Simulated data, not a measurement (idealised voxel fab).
This is a process module. Its name is voxel spacer lines.
Cross-section cut spans 295 nm and uses square cells 5 nm in size.
Cross-section spec: square-cell grid; bands listed top down; each band is one or more rows.
This entry defines a band. It first specifies the height of the band's top and the height of its bottom in nm, and then specifies the band's materials from left to right, stating each material with its width in nm. The word "everywhere" identifies a single material that fills the band from edge to edge, while the word "blank" identifies empty space.
Heights from 0 (as-received wafer is one material below). Bottom band endless downward, as "0..down".
Width: "30->40" (first number = top row, second number = bottom row, same change from row to row of cells).
You'll sometimes find "nothing altered" written for a step, and that's the way of saying that nowhere in the cross-section did a cell change during that step.
Listed in "Enclosed internal cavities": every empty space of 8 or more cells without an open way to the top. Form: width x height at distance, the distance being from the left edge, all in nm.
after a step's settings: what the simulator itself notes on the step
overlay nm: how far to the right of its planned place the mask lay on this masked step (negative: to the left).
So here's the lineup of process steps we planned
1) RECEIVE, material Si
2) CONFORMAL_DEP, material Al2O3, thk nm 5
3) DIRECTIONAL_DEP, material W, thk nm 15
4) DIRECTIONAL_DEP, material aC, thk nm 20
5) PATTERN, tone cover, mask id MANDREL, material resist, width nm 20, pitch nm 60, thk nm 25, overlay nm 0
6) DIRECTIONAL_ETCH, etch materials aC, depth nm 20
7) STRIP, etch materials resist
8) CONFORMAL_DEP, material SiN, thk nm 10
9) DIRECTIONAL_ETCH, etch materials SiN, depth nm 10
10) STRIP, etch materials aC
11) DIRECTIONAL_ETCH, etch materials W, depth nm 15
12) STRIP, etch materials SiN
13) FILL_DEP, material lowk, thk nm 5
14) CMP, height nm 20
Account of the first of two wafers, which was processed as intended
Cross-section of the incoming wafer, state after step 1
	0..down = Si everywhere
	Enclosed internal cavities: none
So this is the wafer cross-section right after step 2
	5..0 = Al2O3 everywhere
	Everything below 0 is unchanged.
So this is the wafer cross-section right after step 3
	20..5 = W everywhere
	Everything below 5 is unchanged.
So this is the wafer cross-section right after step 4
	40..20 = aC everywhere
	Everything below 20 is unchanged.
So this is the wafer cross-section right after step 5
	65..40 = blank (75) / resist (20) / blank (40) / resist (20) / blank (40) / resist (20) / blank (80)
	Everything below 40 is unchanged.
So this is the wafer cross-section right after step 6
	45..40 = blank (75) / resist (20) / blank (40) / resist (20) / blank (40) / resist (20) / blank (80)
	40..20 = blank (75) / aC (20) / blank (40) / aC (20) / blank (40) / aC (20) / blank (80)
	Everything below 20 is unchanged.
So this is the wafer cross-section right after step 7
	40..20 = blank (75) / aC (20) / blank (40) / aC (20) / blank (40) / aC (20) / blank (80)
	Everything below 20 is unchanged.
So this is the wafer cross-section right after step 8
	50..40 = blank (65) / SiN (40) / blank (20) / SiN (40) / blank (20) / SiN (40) / blank (70)
	40..30 = blank (65) / SiN (10) / aC (20) / SiN (10) / blank (20) / SiN (10) / aC (20) / SiN (10) / blank (20) / SiN (10) / aC (20) / SiN (10) / blank (70)
	30..20 = SiN (75) / aC (20) / SiN (40) / aC (20) / SiN (40) / aC (20) / SiN (80)
	Everything below 20 is unchanged.
So this is the wafer cross-section right after step 9
	40..20 = blank (65) / SiN (10) / aC (20) / SiN (10) / blank (20) / SiN (10) / aC (20) / SiN (10) / blank (20) / SiN (10) / aC (20) / SiN (10) / blank (70)
	Everything below 20 is unchanged.
So this is the wafer cross-section right after step 10
	40..20 = blank (65) / SiN (10) / blank (20) / SiN (10) / blank (20) / SiN (10) / blank (20) / SiN (10) / blank (20) / SiN (10) / blank (20) / SiN (10) / blank (70)
	Everything below 20 is unchanged.
So this is the wafer cross-section right after step 11
	40..20 = blank (65) / SiN (10) / blank (20) / SiN (10) / blank (20) / SiN (10) / blank (20) / SiN (10) / blank (20) / SiN (10) / blank (20) / SiN (10) / blank (70)
	20..5 = blank (65) / W (10) / blank (20) / W (10) / blank (20) / W (10) / blank (20) / W (10) / blank (20) / W (10) / blank (20) / W (10) / blank (70)
	Everything below 5 is unchanged.
So this is the wafer cross-section right after step 12
	20..5 = blank (65) / W (10) / blank (20) / W (10) / blank (20) / W (10) / blank (20) / W (10) / blank (20) / W (10) / blank (20) / W (10) / blank (70)
	Everything below 5 is unchanged.
So this is the wafer cross-section right after step 13
	25..20 = lowk everywhere
	20..5 = lowk (65) / W (10) / lowk (20) / W (10) / lowk (20) / W (10) / lowk (20) / W (10) / lowk (20) / W (10) / lowk (20) / W (10) / lowk (70)
	Everything below 5 is unchanged.
So this is the wafer cross-section right after step 14
	20..5 = lowk (65) / W (10) / lowk (20) / W (10) / lowk (20) / W (10) / lowk (20) / W (10) / lowk (20) / W (10) / lowk (20) / W (10) / lowk (70)
	Everything below 5 is unchanged.
Okay, second wafer. Nothing different at the start, nothing different in the plan, just one mistake somewhere in the running. As far as step 13, counting that step, it's the first wafer all over again
Cross-section: second wafer, time at which step 14 was scheduled to end
	15..5 = lowk (65) / W (10) / lowk (20) / W (10) / lowk (20) / W (10) / lowk (20) / W (10) / lowk (20) / W (10) / lowk (20) / W (10) / lowk (70)
	Everything below 5 is unchanged.
Deviation noted in wafer processing: rather than as planned, step 14 actually ran as CMP, height nm 15
Wafer comparison, final, in cells, second relative to first, materials more or fewer: 12 fewer of W, 47 fewer of lowk
